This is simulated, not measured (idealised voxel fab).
The following is a process module called voxel trench capacitor.
Displayed cross-section: cut, width of 195 nm, square cells sized 5 nm.
Cross-sections here: square-cell grids, written as top-down lists of bands, a band being one or more rows of cells. Quick guide to a band line: top height, bottom height (nm) up front; then every material left to right with its width in nm. Only one material and it's marked "everywhere"? Then it fills the band edge to edge. And "blank" just means empty space. Heights are reckoned from 0. Under this level, the received wafer is all of one material. The bottommost band is open-ended downward, for example "from 0 down". Graded width ("30->40"): value in top row of band = first number; value in bottom row = second number; row-to-row change constant. You'll sometimes find "nothing got changed" written for a step, and that's the way of saying that nowhere in the cross-section did a cell change during that step. "Sealed void list": empty spaces of 8 cells or more with no open way to the top, each given as width x height at distance, distance from the left edge, all in nm. Where a step's line continues beyond its settings, the continuation is a remark by the simulator itself on that step. Each step line may optionally specify "overlay nm", which for a step with a mask gives the rightward distance between the mask's planned place and where it lay, a negative value indicating the leftward direction.

Process steps foreseen in the plan
1) RECEIVE | material Si
2) CONFORMAL_DEP | material SiN | thk nm 10
3) PATTERN | tone open | mask id TRENCH | material resist | width nm 25 | pitch nm 45 | thk nm 15 | overlay nm 0
4) DIRECTIONAL_ETCH | etch materials SiN | depth nm 10
5) DIRECTIONAL_ETCH | etch materials Si | depth nm 30
6) STRIP | etch materials resist
7) CONFORMAL_DEP | material Al2O3 | thk nm 5
8) CONFORMAL_DEP | material TiN | thk nm 5
9) FILL_DEP | material W | thk nm 5
10) CMP | height nm 10

The cross-section here shows the wafer as received, i.e. in its state after step 1
from 0 down  Si everywhere
Sealed void list: none

Module complete - cross-section of the first of two wafers, run according to plan
from 10 to 0  SiN: 40, Al2O3: 5, TiN: 5, W: 5, TiN: 5, Al2O3: 5, SiN: 20, Al2O3: 5, TiN: 5, W: 5, TiN: 5, Al2O3: 5, SiN: 20, Al2O3: 5, TiN: 5, W: 5, TiN: 5, Al2O3: 5, SiN: 40
from 0 to -20  Si: 40, Al2O3: 5, TiN: 5, W: 5, TiN: 5, Al2O3: 5, Si: 20, Al2O3: 5, TiN: 5, W: 5, TiN: 5, Al2O3: 5, Si: 20, Al2O3: 5, TiN: 5, W: 5, TiN: 5, Al2O3: 5, Si: 40
from -20 to -25  Si: 40, Al2O3: 5, TiN: 15, Al2O3: 5, Si: 20, Al2O3: 5, TiN: 15, Al2O3: 5, Si: 20, Al2O3: 5, TiN: 15, Al2O3: 5, Si: 40
from -25 to -30  Si: 40, Al2O3: 25, Si: 20, Al2O3: 25, Si: 20, Al2O3: 25, Si: 40
from -30 down  Si everywhere
Sealed void list: none

Second of two wafers, module complete, sectioned: it shares the first wafer's start and plan but was run with one mistake
from 10 to 0  W: 30, TiN: 5, Al2O3: 5, SiN: 25, Al2O3: 5, TiN: 10, Al2O3: 5, SiN: 25, Al2O3: 5, TiN: 10, Al2O3: 5, SiN: 25, Al2O3: 5, TiN: 5, W: 30
from 0 to -20  W: 30, TiN: 5, Al2O3: 5, Si: 25, Al2O3: 5, TiN: 10, Al2O3: 5, Si: 25, Al2O3: 5, TiN: 10, Al2O3: 5, Si: 25, Al2O3: 5, TiN: 5, W: 30
from -20 to -25  TiN: 35, Al2O3: 5, Si: 25, Al2O3: 5, TiN: 10, Al2O3: 5, Si: 25, Al2O3: 5, TiN: 10, Al2O3: 5, Si: 25, Al2O3: 5, TiN: 35
from -25 to -30  Al2O3: 40, Si: 25, Al2O3: 20, Si: 25, Al2O3: 20, Si: 25, Al2O3: 40
from -30 down  Si everywhere
Sealed void list: none
Run error: step 3 changed vs plan, executed as PATTERN | tone cover | mask id TRENCH | material resist | width nm 25 | pitch nm 45 | thk nm 15 | overlay nm 0
Looking at both finished wafers in cells, the second ends up ahead of or behind the first on some materials: Al2O3 +9 | Si -54 | SiN -18 | TiN +9 | W +54
